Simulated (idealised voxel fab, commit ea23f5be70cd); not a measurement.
Process module name: voxel quadruple lines
Cross-sectional view cut (width: 275 nm; square cell size: 5 nm).
The cross-sections in this document take the form of a grid made of square cells. They are written out as bands, in order from top to bottom. Each band consists of one or more rows of cells. It is stipulated that each band's entry specify, in nanometres, the height of the top of the band and then that of its bottom, followed by the materials of the band in left-to-right sequence, each together with its width in nanometres. A single material marked by the word "edge to edge" is understood to fill the band from edge to edge; the word "blank" is understood to denote empty space. The reference from which all heights are counted is 0, the level beneath which the as-received wafer is entirely one material; the lowest band, having no lower bound, proceeds downward and is written after the example "0 -> down". Graded width ("30..40"): value in top row of band = first number; value in bottom row = second number; row-to-row change constant. Take "nothing altered" at face value: in the step it is given for, the cross-section changed in none of its cells. Under "Voids, sealed" you'll find the enclosed gaps, the ones with no way out to the top, that are 8 cells or bigger; each reads width x height at distance, with distance counted from the left edge, everything in nm. Step line, after settings: the simulator's comment on this step. overlay nm: mask offset rightward from planned place, masked step; negative means leftward offset.
Listed below are the process steps as planned
- 1: RECEIVE: material Si
- 2: CONFORMAL_DEP: material SiO2, thk nm 10
- 3: DIRECTIONAL_DEP: material W, thk nm 10
- 4: DIRECTIONAL_DEP: material polySi, thk nm 15
- 5: DIRECTIONAL_DEP: material aC, thk nm 25
- 6: PATTERN: tone cover, mask id MANDREL, material resist, width nm 30, thk nm 35, overlay nm 0
- 7: DIRECTIONAL_ETCH: etch materials aC, depth nm 25
- 8: STRIP: etch materials resist
- 9: CONFORMAL_DEP: material SiO2, thk nm 10
- 10: DIRECTIONAL_ETCH: etch materials SiO2, depth nm 10
- 11: STRIP: etch materials aC
- 12: DIRECTIONAL_ETCH: etch materials polySi, depth nm 15
- 13: STRIP: etch materials SiO2
- 14: CONFORMAL_DEP: material SiCN, thk nm 10
- 15: DIRECTIONAL_ETCH: etch materials SiCN, depth nm 10
- 16: STRIP: etch materials polySi
- 17: DIRECTIONAL_ETCH: etch materials W, depth nm 10
- 18: STRIP: etch materials SiCN
Delivered wafer in cross-section: state after step 1
	0 -> down | Si edge to edge
	Voids, sealed: none
First of two wafers at the end of the module, shown in cross-section; run carried out as planned
	20 -> 10 | blank=100; W=10; blank=10; W=10; blank=10; W=10; blank=10; W=10; blank=105
	10 -> 0 | SiO2 edge to edge
	0 -> down | Si edge to edge
	Voids, sealed: none
This is the second of the two wafers, cross-sectioned at the end of the module; it started exactly like the first and was given the same plan, but it was run with one mistake
	20 -> 10 | blank=100; W=10; blank=10; W=10; blank=15; W=10; blank=10; W=10; blank=100
	10 -> 0 | SiO2 edge to edge
	0 -> down | Si edge to edge
	Voids, sealed: none
Heads up, the wafer didn't run the way we planned it: step 6 did not use the planned setting and instead ran as PATTERN: tone cover, mask id MANDREL, material resist, width nm 35, thk nm 35, overlay nm 0
Same inventory, different map: at the end, the second wafer holds as many cells of each material as the first, placed elsewhere.
